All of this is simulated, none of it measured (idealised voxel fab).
A process module follows: voxel wiring stack.
In the cross-section labelled cut, the width is 235 nm and each square cell is 5 nm.
The cross-sections in this document take the form of a grid made of square cells. They are written out as bands, in order from top to bottom. Each band consists of one or more rows of cells. Each band's line starts with the height of the band's top and of its bottom, in nm. Then come its materials from left to right, each with its width in nm. One material with "all across" fills the band from edge to edge. "air" is empty space. The level at which height equals 0 is the one under which the wafer, as it arrives, is entirely one material. No lower edge exists for the bottom band, which continues downward and is notated as in "0 nm and below". Read "30 to 40" as a graded width: first number on top, second number at the bottom, same change between each pair of neighbouring rows. Step marked "same as before"? Then no cell in the cross-section changed in it. What "Trapped cavities" gives you is every empty space of 8 cells or more that is cut off from the top. Each appears as width x height at distance, with the distance taken from the left edge and width, height and distance all in nm. What comes after the settings on a step's line is commentary from the simulator itself on that step. The "overlay nm" setting may appear on a step's line; for a step that uses a mask, it gives how far to the right of its planned position the mask lay, and a negative value indicates the left.
Process steps - plan
1,RECEIVE with material Si
2,CONFORMAL_DEP with material SiO2, thk nm 15
3,DIRECTIONAL_DEP with material TiN, thk nm 5
4,DIRECTIONAL_DEP with material W, thk nm 25
5,DIRECTIONAL_DEP with material aC, thk nm 15
6,PATTERN with tone cover, mask id METAL_1, material resist, width nm 25, pitch nm 45, thk nm 35, overlay nm 0
7,DIRECTIONAL_ETCH with etch materials aC, depth nm 15
8,STRIP with etch materials resist
9,DIRECTIONAL_ETCH with etch materials W, depth nm 25
10,DIRECTIONAL_ETCH with etch materials TiN, depth nm 5
11,STRIP with etch materials aC
12,CONFORMAL_DEP with material SiCN, thk nm 5
13,FILL_DEP with material lowk, thk nm 10
14,CMP with height nm 45
15,CONFORMAL_DEP with material SiCN, thk nm 5
16,DIRECTIONAL_DEP with material SiO2, thk nm 30
17,DIRECTIONAL_DEP with material aC, thk nm 15
18,PATTERN with tone open, mask id METAL_2, material resist, width nm 25, pitch nm 45, thk nm 35, overlay nm 0
19,DIRECTIONAL_ETCH with etch materials aC, depth nm 15
20,STRIP with etch materials resist
21,DIRECTIONAL_ETCH with etch materials SiO2, depth nm 15
22,STRIP with etch materials aC
23,MASKED_ETCH with tone open, mask id METAL_2_HOLES, width nm 15, pitch nm 45, etch materials SiO2, depth nm 15, overlay nm 0
24,MASKED_ETCH with tone open, mask id METAL_2_HOLES, width nm 15, pitch nm 45, etch materials SiCN, depth nm 5, overlay nm 0
25,CONFORMAL_DEP with material TiN, thk nm 5
26,FILL_DEP with material Cu, thk nm 10
27,CMP with height nm 80
28,CONFORMAL_DEP with material SiCN, thk nm 5
29,DIRECTIONAL_DEP with material SiO2, thk nm 25
30,PATTERN with tone open, mask id METAL_3, material resist, width nm 25, pitch nm 45, thk nm 15, overlay nm 0
31,DIRECTIONAL_ETCH with etch materials SiO2, depth nm 15
32,STRIP with etch materials resist
33,MASKED_ETCH with tone open, mask id METAL_3_HOLES, width nm 15, pitch nm 90, etch materials SiO2, depth nm 10, overlay nm 0
34,MASKED_ETCH with tone open, mask id METAL_3_HOLES, width nm 15, pitch nm 90, etch materials SiCN, depth nm 5, overlay nm 0
35,CONFORMAL_DEP with material TiN, thk nm 5
36,FILL_DEP with material Cu, thk nm 10
37,CMP with height nm 110
38,CONFORMAL_DEP with material SiCN, thk nm 5
Step 1 complete: cross-section of the wafer as received
* 0 nm and below | Si all across
* Trapped cavities: none
Result of the module, cross-sectioned: start per above, plan per above, one error in how it was run
* 130 nm to 125 nm | SiCN all across
* 125 nm to 115 nm | Cu all across
* 115 nm to 110 nm | 65 of TiN | 15 of Cu | 30 of TiN | 15 of Cu | 30 of TiN | 15 of Cu | 65 of TiN
* 110 nm to 100 nm | 60 of SiO2 | 5 of TiN | 15 of Cu | 5 of TiN | 20 of SiO2 | 5 of TiN | 15 of Cu | 5 of TiN | 20 of SiO2 | 5 of TiN | 15 of Cu | 5 of TiN | 60 of SiO2
* 100 nm to 95 nm | 60 of SiO2 | 5 of TiN | 5 of Cu | 15 of TiN | 20 of SiO2 | 25 of TiN | 20 of SiO2 | 5 of TiN | 5 of Cu | 15 of TiN | 60 of SiO2
* 95 nm to 85 nm | 60 of SiO2 | 5 of TiN | 5 of Cu | 5 of TiN | 75 of SiO2 | 5 of TiN | 5 of Cu | 5 of TiN | 70 of SiO2
* 85 nm to 80 nm | 60 of SiCN | 15 of TiN | 75 of SiCN | 15 of TiN | 70 of SiCN
* 80 nm to 70 nm | 60 of SiO2 | 5 of TiN | 15 of Cu | 5 of TiN | 20 of SiO2 | 5 of TiN | 15 of Cu | 5 of TiN | 20 of SiO2 | 5 of TiN | 15 of Cu | 5 of TiN | 60 of SiO2
* 70 nm to 65 nm | 60 of SiO2 | 5 of TiN | 5 of Cu | 15 of TiN | 20 of SiO2 | 5 of TiN | 5 of Cu | 15 of TiN | 20 of SiO2 | 5 of TiN | 5 of Cu | 15 of TiN | 60 of SiO2
* 65 nm to 50 nm | 60 of SiO2 | 5 of TiN | 5 of Cu | 5 of TiN | 30 of SiO2 | 5 of TiN | 5 of Cu | 5 of TiN | 30 of SiO2 | 5 of TiN | 5 of Cu | 5 of TiN | 70 of SiO2
* 50 nm to 45 nm | 60 of SiCN | 15 of TiN | 30 of SiCN | 15 of TiN | 30 of SiCN | 15 of TiN | 70 of SiCN
* 45 nm to 20 nm | 55 of lowk | 5 of SiCN | 25 of W | 5 of SiCN | 10 of lowk | 5 of SiCN | 25 of W | 5 of SiCN | 10 of lowk | 5 of SiCN | 25 of W | 5 of SiCN | 55 of lowk
* 20 nm to 15 nm | 60 of SiCN | 25 of TiN | 20 of SiCN | 25 of TiN | 20 of SiCN | 25 of TiN | 60 of SiCN
* 15 nm to 0 nm | SiO2 all across
* 0 nm and below | Si all across
* Trapped cavities: none
It is concluded that the wafer was processed incorrectly with respect to the plan, in that step 37 of the plan was excluded from execution and never run
